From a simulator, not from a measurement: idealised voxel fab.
You're looking at the process module voxel capacitor over wiring.
Cross-section cut spans 270 nm and uses square cells 5 nm in size.
In this document a cross-section is written as a grid of square cells. It is given as a series of bands, listed from the top down, and a band is one or more rows of cells.
Band: top and bottom heights (nm) first, top before bottom; then materials from left to right, widths in nm. "edge to edge" marks a sole material filling the band edge to edge. "blank" denotes empty space.
Below 0: as-received wafer, all one material; heights counted from there. Lowest band: no bottom, goes on down, written "0..down".
Width "30->40": first value at the band's top row of cells, second value at its bottom row, equal change from row to row.
Where a step carries "no alteration", the cross-section came out of it unchanged, cell for cell.
The label "Voids lacking openings" introduces a list of the empty spaces, 8 cells or larger, that have no open way up to the top; each entry in it reads width x height at distance, where the distance is taken from the left edge and all three are stated in nm.
Where a step's line continues beyond its settings, the continuation is a remark by the simulator itself on that step.
"overlay nm" denotes, for a step that has a mask, the displacement of the mask to the right of its planned place, with negative values corresponding to the left.

# Intended process steps
1. RECEIVE | material Si
2. CONFORMAL_DEP | material SiO2 | thk nm 10
3. CONFORMAL_DEP | material SiN | thk nm 5
4. DIRECTIONAL_DEP | material SiO2 | thk nm 15
5. PATTERN | tone open | mask id METAL_1 | material resist | width nm 20 | pitch nm 80 | thk nm 15 | overlay nm 0
6. DIRECTIONAL_ETCH | etch materials SiO2 | depth nm 15
7. DIRECTIONAL_ETCH | etch materials SiN | depth nm 5
8. STRIP | etch materials resist
9. CONFORMAL_DEP | material TiN | thk nm 5
10. FILL_DEP | material Cu | thk nm 5
11. CMP | height nm 30
12. CONFORMAL_DEP | material SiCN | thk nm 5
13. DIRECTIONAL_DEP | material SiO2 | thk nm 10
14. DIRECTIONAL_DEP | material aC | thk nm 10
15. PATTERN | tone open | mask id PLUG_1 | material resist | width nm 15 | thk nm 30 | overlay nm 0
16. DIRECTIONAL_ETCH | etch materials aC | depth nm 10
17. STRIP | etch materials resist
18. DIRECTIONAL_ETCH | etch materials SiO2 | depth nm 10
19. DIRECTIONAL_ETCH | etch materials SiCN | depth nm 5
20. STRIP | etch materials aC
21. EPI | material Ru | thk nm 10
22. EPI | material Ru | thk nm 5
23. DIRECTIONAL_DEP | material TiN | thk nm 5
24. DIRECTIONAL_DEP | material SiN | thk nm 5
25. DIRECTIONAL_DEP | material TiN | thk nm 10
26. MASKED_ETCH | tone cover | mask id UPPER_PLATE | width nm 65 | etch materials TiN | depth nm 10 | overlay nm 0
27. MASKED_ETCH | tone cover | mask id UPPER_PLATE | width nm 65 | etch materials SiN | depth nm 5 | overlay nm 0
28. MASKED_ETCH | tone cover | mask id LOWER_PLATE | width nm 75 | etch materials TiN | depth nm 5 | overlay nm 0
29. FILL_DEP | material SiO2 | thk nm 20
30. CMP | height nm 80
31. PATTERN | tone open | mask id PLUG_2 | material resist | width nm 15 | thk nm 20 | overlay nm 0
32. DIRECTIONAL_ETCH | etch materials SiO2 | depth nm 15
33. STRIP | etch materials resist
34. CONFORMAL_DEP | material TiN | thk nm 5
35. FILL_DEP | material W | thk nm 10
36. CMP | height nm 80
37. CONFORMAL_DEP | material SiCN | thk nm 5

# Wafer as received: cross-section following step 1
0..down | Si edge to edge
Voids lacking openings: none

# Run as planned - first of the two wafers cross-sectioned at the end of the module
85..80 | SiCN edge to edge
80..70 | SiO2=100  TiN=5  W=5  TiN=5  SiO2=155
70..65 | SiO2=100  TiN=15  SiO2=155
65..55 | SiO2=90  TiN=65  SiO2=115
55..50 | SiO2=90  SiN=65  SiO2=115
50..45 | SiO2=85  TiN=75  SiO2=110
45..35 | SiO2=90  Ru=15  SiO2=165
35..30 | SiCN=90  Ru=15  SiCN=165
30..15 | SiO2=85  TiN=5  Cu=10  TiN=5  SiO2=60  TiN=5  Cu=10  TiN=5  SiO2=85
15..10 | SiN=85  TiN=20  SiN=60  TiN=20  SiN=85
10..0 | SiO2 edge to edge
0..down | Si edge to edge
Voids lacking openings: none

# Same start, same plan as the first wafer - but one mistake in the run. Cross-section of the second of the two at the end of the module
85..80 | SiCN edge to edge
80..70 | SiO2=100  TiN=5  W=5  TiN=5  SiO2=155
70..65 | SiO2=100  TiN=15  SiO2=155
65..55 | SiO2=90  TiN=15  SiO2=45  TiN=5  SiO2=115
55..50 | SiO2=90  SiN=15  SiO2=45  SiN=5  SiO2=115
50..45 | SiO2=85  TiN=75  SiO2=110
45..40 | SiO2=70  Ru=20  SiO2=15  TiN=45  Ru=50  SiO2=70
40..35 | SiO2=70  Ru=20  SiO2=15  SiN=45  Ru=50  SiO2=70
35..30 | SiO2=70  Ru=20  SiCN=15  TiN=45  Ru=50  SiO2=70
30..15 | SiO2=85  TiN=5  Cu=10  TiN=5  SiO2=60  TiN=5  Cu=10  TiN=5  SiO2=85
15..10 | SiN=85  TiN=20  SiN=60  TiN=20  SiN=85
10..0 | SiO2 edge to edge
0..down | Si edge to edge
Voids lacking openings: none
What was done differently from what was planned? step 15 was run on a setting that differed from the plan, and what really ran there is PATTERN | tone cover | mask id PLUG_1 | material resist | width nm 15 | thk nm 30 | overlay nm 0
Wrapping up, a cell-based count of both wafers puts the second over or under the first for these materials: Ru +33; SiCN -48; SiO2 +15
